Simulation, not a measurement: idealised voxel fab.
Title: Process Module voxel gate over fins
The cross-section shown here is cut; it is 245 nm wide and divided into square cells measuring 5 nm on a side.
Cross-section format: a grid of square cells, given as bands from top to bottom; each band is one or more rows of cells.
Band: top and bottom heights (nm) first, top before bottom; then materials from left to right, widths in nm. "full width" marks a sole material filling the band edge to edge. "blank" denotes empty space.
Note: height 0 marks the level under which the wafer is uniformly one material as received. Lowest band unbounded below, written "top 0, no bottom".
The expression "30->40" gives the width at the extremes of the band, the first number at its top row of cells and the second at its bottom row, with the width changing by equal amounts from each row to the next in between.
Step marked "nothing changed"? Then no cell in the cross-section changed in it.
Entry "Enclosed void list". Content: empty spaces with no open connection to the top, size 8 cells or greater. Each: width x height at distance. Distance: from left edge. Unit: nm.
It should be noted that, on the line of a given step, the content following the step's settings is a remark produced by the simulator itself with respect to that step.
What "overlay nm" on a step's line means: if the step has a mask, that mask lay this far to the right of its planned place, or, when the value is negative, to the left.

Plan
1) RECEIVE (material Si)
2) CONFORMAL_DEP (material SiN; thk nm 5)
3) MASKED_ETCH (tone cover; mask id FINS; width nm 15; pitch nm 55; etch materials SiN; depth nm 5; overlay nm 0)
4) MASKED_ETCH (tone cover; mask id FINS; width nm 15; pitch nm 55; etch materials Si; depth nm 30; overlay nm 0)
5) OXIDIZE (depth nm 5)
6) FILL_DEP (material SiO2; thk nm 15)
7) CMP (height nm 5)
8) PATTERN (tone open; mask id RAIL; material resist; width nm 15; thk nm 20; overlay nm 0)
9) DIRECTIONAL_ETCH (etch materials SiO2; depth nm 30)
10) STRIP (etch materials resist)
11) CONFORMAL_DEP (material TiN; thk nm 5)
12) FILL_DEP (material W; thk nm 5)
13) CMP (height nm 5)
14) SELECTIVE_ETCH (etch materials W Ru TiN; depth nm 25)
15) FILL_DEP (material SiO2; thk nm 5)
16) CMP (height nm 5)
17) SELECTIVE_ETCH (etch materials SiO2; depth nm 20)
18) STRIP (etch materials SiN)
19) CONFORMAL_DEP (material HfO2; thk nm 5)
20) CONFORMAL_DEP (material TiN; thk nm 5)
21) FILL_DEP (material W; thk nm 10)
22) CMP (height nm 15)
23) CONFORMAL_DEP (material SiN; thk nm 5)

Delivered wafer in cross-section: state after step 1
top 0, no bottom: Si full width
Enclosed void list: none

Starting wafer: above. Plan: above. Run: one mistake. Cross-section after the module: below
top 20, bottom 15: SiN full width
top 15, bottom 10: W full width
top 10, bottom 5: W=30; TiN=25; W=30; TiN=25; W=30; TiN=25; W=30; TiN=25; W=25
top 5, bottom 0: W=25; TiN=10; HfO2=15; TiN=5; W=25; TiN=10; HfO2=15; TiN=5; W=25; TiN=10; HfO2=15; TiN=5; W=25; TiN=10; HfO2=15; TiN=5; W=25
top 0, bottom -5: W=25; TiN=5; HfO2=10; Si=5; HfO2=5; TiN=5; W=25; TiN=5; HfO2=10; Si=5; HfO2=5; TiN=5; W=25; TiN=5; HfO2=10; Si=5; HfO2=5; TiN=5; W=25; TiN=5; HfO2=10; Si=5; HfO2=5; TiN=5; W=25
top -5, bottom -10: TiN=30; HfO2=5; Si=10; HfO2=5; TiN=35; HfO2=5; Si=10; HfO2=5; TiN=35; HfO2=5; Si=10; HfO2=5; TiN=35; HfO2=5; Si=10; HfO2=5; TiN=30
top -10, bottom -15: HfO2=35; Si=10; HfO2=45; Si=10; HfO2=45; Si=10; HfO2=45; Si=10; HfO2=35
top -15, bottom -20: SiO2=35; Si=10; SiO2=45; Si=10; SiO2=45; Si=10; SiO2=45; Si=10; SiO2=35
top -20, bottom -25: SiO2=35; Si=10; SiO2=10; TiN=15; SiO2=20; Si=10; SiO2=45; Si=10; SiO2=45; Si=10; SiO2=35
top -25, bottom -35: SiO2=35; Si=10; SiO2=45; Si=10; SiO2=45; Si=10; SiO2=45; Si=10; SiO2=35
top -35, no bottom: Si full width
Enclosed void list: none
Want to know what went wrong? planned and actual differ for step 3; actual: MASKED_ETCH (tone cover; mask id FINS; width nm 15; pitch nm 55; etch materials SiN; depth nm 5; overlay nm 5)
